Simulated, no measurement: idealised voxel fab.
This section sets out a process module, namely voxel air gaps.
This is section cut - it's 285 nm across, gridded in 5 nm square cells.
Just so we're on the same page, the cross-sections are grids of square cells, and they're listed out in bands top to bottom, each band one or more rows deep.
Band entry format. Leading values: height of top, height of bottom, nm. Remainder: materials in left-to-right order, each with its width in nm. Special words: "everywhere" on a single material, which then fills the band edge to edge; "blank", empty space.
Zero point of the height axis is 0; under it, received wafer = one material. Lowest band: continues down indefinitely, "0 -> down".
Think of "30..40" as a width that walks from the first number to the second as you go down the band, top row to bottom row, taking equal-sized steps from row to row.
When a step is marked "no change", none of the cells in the cross-section changed during that step.
"Enclosed internal cavities" enumerates empty spaces isolated from the top, with no open way to it, that contain at least 8 cells, giving each as width x height at distance from the left edge, all three in nm.
That trailing text on a step's line, after the settings, is the simulator's own remark on the step.
The "overlay nm" setting may appear on a step's line; for a step that uses a mask, it gives how far to the right of its planned position the mask lay, and a negative value indicates the left.
Process steps (planned)
1 RECEIVE (material Si)
2 CONFORMAL_DEP (material SiO2; thk nm 15)
3 CONFORMAL_DEP (material SiN; thk nm 5)
4 DIRECTIONAL_DEP (material lowk; thk nm 30)
5 MASKED_ETCH (tone open; mask id LINES; width nm 20; pitch nm 50; etch materials lowk; depth nm 30; overlay nm 0)
6 CONFORMAL_DEP (material TiN; thk nm 5)
7 FILL_DEP (material Cu; thk nm 10)
8 CMP (height nm 50)
9 EPI (material Ru; thk nm 10)
10 SELECTIVE_ETCH (etch materials lowk; depth nm 40)
11 CONFORMAL_DEP (material SiN; thk nm 5)
Here's what the wafer looked like in cross-section when it arrived - that's after step 1
* 0 -> down  Si everywhere
* Enclosed internal cavities: none
As-planned run: cross-section of the first of two wafers at end of module
* 65 -> 60  40 of blank; 200 of SiN; 45 of blank
* 60 -> 50  40 of blank; 5 of SiN; 40 of Ru; 10 of SiN; 40 of Ru; 10 of SiN; 40 of Ru; 10 of SiN; 40 of Ru; 5 of SiN; 45 of blank
* 50 -> 45  40 of blank; 15 of SiN; 5 of TiN; 10 of Cu; 5 of TiN; 30 of SiN; 5 of TiN; 10 of Cu; 5 of TiN; 30 of SiN; 5 of TiN; 10 of Cu; 5 of TiN; 30 of SiN; 5 of TiN; 10 of Cu; 5 of TiN; 15 of SiN; 45 of blank
* 45 -> 25  50 of blank; 5 of SiN; 5 of TiN; 10 of Cu; 5 of TiN; 5 of SiN; 20 of blank; 5 of SiN; 5 of TiN; 10 of Cu; 5 of TiN; 5 of SiN; 20 of blank; 5 of SiN; 5 of TiN; 10 of Cu; 5 of TiN; 5 of SiN; 20 of blank; 5 of SiN; 5 of TiN; 10 of Cu; 5 of TiN; 5 of SiN; 55 of blank
* 25 -> 20  55 of SiN; 20 of TiN; 30 of SiN; 20 of TiN; 30 of SiN; 20 of TiN; 30 of SiN; 20 of TiN; 60 of SiN
* 20 -> 15  SiN everywhere
* 15 -> 0  SiO2 everywhere
* 0 -> down  Si everywhere
* Enclosed internal cavities: 20 x 20 at 80; 20 x 20 at 130; 20 x 20 at 180
This cross-section belongs to the second wafer of two at the end of the module; the start and the plan were shared with the first, and the run included one mistake
* 65 -> 60  30 of blank; 200 of SiN; 55 of blank
* 60 -> 50  30 of blank; 5 of SiN; 40 of Ru; 10 of SiN; 40 of Ru; 10 of SiN; 40 of Ru; 10 of SiN; 40 of Ru; 5 of SiN; 55 of blank
* 50 -> 45  30 of blank; 15 of SiN; 5 of TiN; 10 of Cu; 5 of TiN; 30 of SiN; 5 of TiN; 10 of Cu; 5 of TiN; 30 of SiN; 5 of TiN; 10 of Cu; 5 of TiN; 30 of SiN; 5 of TiN; 10 of Cu; 5 of TiN; 15 of SiN; 55 of blank
* 45 -> 25  40 of blank; 5 of SiN; 5 of TiN; 10 of Cu; 5 of TiN; 5 of SiN; 20 of blank; 5 of SiN; 5 of TiN; 10 of Cu; 5 of TiN; 5 of SiN; 20 of blank; 5 of SiN; 5 of TiN; 10 of Cu; 5 of TiN; 5 of SiN; 20 of blank; 5 of SiN; 5 of TiN; 10 of Cu; 5 of TiN; 5 of SiN; 65 of blank
* 25 -> 20  45 of SiN; 20 of TiN; 30 of SiN; 20 of TiN; 30 of SiN; 20 of TiN; 30 of SiN; 20 of TiN; 70 of SiN
* 20 -> 15  SiN everywhere
* 15 -> 0  SiO2 everywhere
* 0 -> down  Si everywhere
* Enclosed internal cavities: 20 x 20 at 70; 20 x 20 at 120; 20 x 20 at 170
Finding, execution versus plan: step 5 did not happen as planned, as run it was MASKED_ETCH (tone open; mask id LINES; width nm 20; pitch nm 50; etch materials lowk; depth nm 30; overlay nm -10)
Cell counts per material: same on both final wafers. Positions: different.
